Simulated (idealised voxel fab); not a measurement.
Process module name: voxel wiring stack
Pictured: cross-section cut, 220 nm wide, on a grid of 5 nm square cells.
Cross-section layout: square cells on a grid; listed as bands, top to bottom; a band spans one or more cell rows.
Within each band entry, the heights of the top and of the bottom of the band appear first, in that order and in nm; the materials of the band then follow from left to right, each with its corresponding width in nm. The designation "everywhere" on a single material indicates that it fills the band from edge to edge; the designation "empty" indicates empty space.
Ref level 0: as-received wafer is one material below here. Bottom band extends down with no lower bound ("0 and below").
So if you see something like "30..40" for the width, read it as the top row of the band sitting at the first number and the bottom row at the second, with every row in between moving by the same amount as the last.
For the purposes of this document, the phrase "left unchanged" attached to a step denotes that no cell within the cross-section was modified by that step.
"Closed void register" - sealed voids, min. 8 cells, no opening to top; format: width x height at distance (distance from left edge; nm throughout).
Whatever follows a step's settings on its line is a remark the simulator itself makes about that step.
"overlay nm", when on a step's line for a step with a mask, measures how far to the right of its planned place the mask lay; a negative measure means to the left.
**plan**
- 1: RECEIVE | material Si
- 2: CONFORMAL_DEP | material SiO2 | thk nm 15
- 3: DIRECTIONAL_DEP | material TiN | thk nm 5
- 4: DIRECTIONAL_DEP | material W | thk nm 15
- 5: DIRECTIONAL_DEP | material aC | thk nm 10
- 6: PATTERN | tone cover | mask id METAL_1 | material resist | width nm 25 | pitch nm 40 | thk nm 30 | overlay nm 0
- 7: DIRECTIONAL_ETCH | etch materials aC | depth nm 10
- 8: STRIP | etch materials resist
- 9: DIRECTIONAL_ETCH | etch materials W | depth nm 15
- 10: DIRECTIONAL_ETCH | etch materials TiN | depth nm 5
- 11: STRIP | etch materials aC
- 12: CONFORMAL_DEP | material SiCN | thk nm 5
- 13: FILL_DEP | material SiO2 | thk nm 5
- 14: CMP | height nm 35
- 15: CONFORMAL_DEP | material SiCN | thk nm 5
- 16: DIRECTIONAL_DEP | material SiO2 | thk nm 30
- 17: DIRECTIONAL_DEP | material aC | thk nm 10
- 18: PATTERN | tone open | mask id METAL_2 | material resist | width nm 25 | pitch nm 40 | thk nm 30 | overlay nm 0
- 19: DIRECTIONAL_ETCH | etch materials aC | depth nm 10
- 20: STRIP | etch materials resist
- 21: DIRECTIONAL_ETCH | etch materials SiO2 | depth nm 15
- 22: STRIP | etch materials aC
- 23: MASKED_ETCH | tone open | mask id METAL_2_HOLES | width nm 15 | pitch nm 40 | etch materials SiO2 | depth nm 15 | overlay nm 0
- 24: MASKED_ETCH | tone open | mask id METAL_2_HOLES | width nm 15 | pitch nm 40 | etch materials SiCN | depth nm 5 | overlay nm 0
- 25: CONFORMAL_DEP | material TiN | thk nm 5
- 26: FILL_DEP | material Cu | thk nm 10
- 27: CMP | height nm 70
- 28: CONFORMAL_DEP | material SiN | thk nm 5
**Incoming wafer in cross-section (state: after step 1)**
  0 and below | Si everywhere
  Closed void register: none
**Here's the wafer cut in cross-section after the module, started and planned just like above, except one thing was done wrong in the run**
  75 down to 70 | SiN everywhere
  70 down to 60 | SiO2 (75)  TiN (5)  Cu (15)  TiN (5)  SiO2 (15)  TiN (5)  Cu (15)  TiN (5)  SiO2 (80)
  60 down to 55 | SiO2 (75)  TiN (5)  Cu (5)  TiN (15)  SiO2 (15)  TiN (5)  Cu (5)  TiN (15)  SiO2 (80)
  55 down to 40 | SiO2 (75)  TiN (5)  Cu (5)  TiN (5)  SiO2 (25)  TiN (5)  Cu (5)  TiN (5)  SiO2 (90)
  40 down to 35 | SiCN (75)  TiN (15)  SiCN (25)  TiN (15)  SiCN (90)
  35 down to 25 | SiO2 (70)  SiCN (5)  W (25)  SiCN (5)  SiO2 (5)  SiCN (5)  W (25)  SiCN (5)  SiO2 (75)
  25 down to 20 | SiCN (75)  W (25)  SiCN (15)  W (25)  SiCN (80)
  20 down to 5 | SiO2 everywhere
  5 down to 0 | TiN everywhere
  0 and below | Si everywhere
  Closed void register: none
It is concluded that the wafer was processed incorrectly with respect to the plan, in that the intended sequence of steps 2 and 3 was reversed during processing, with each occupying the position of the other
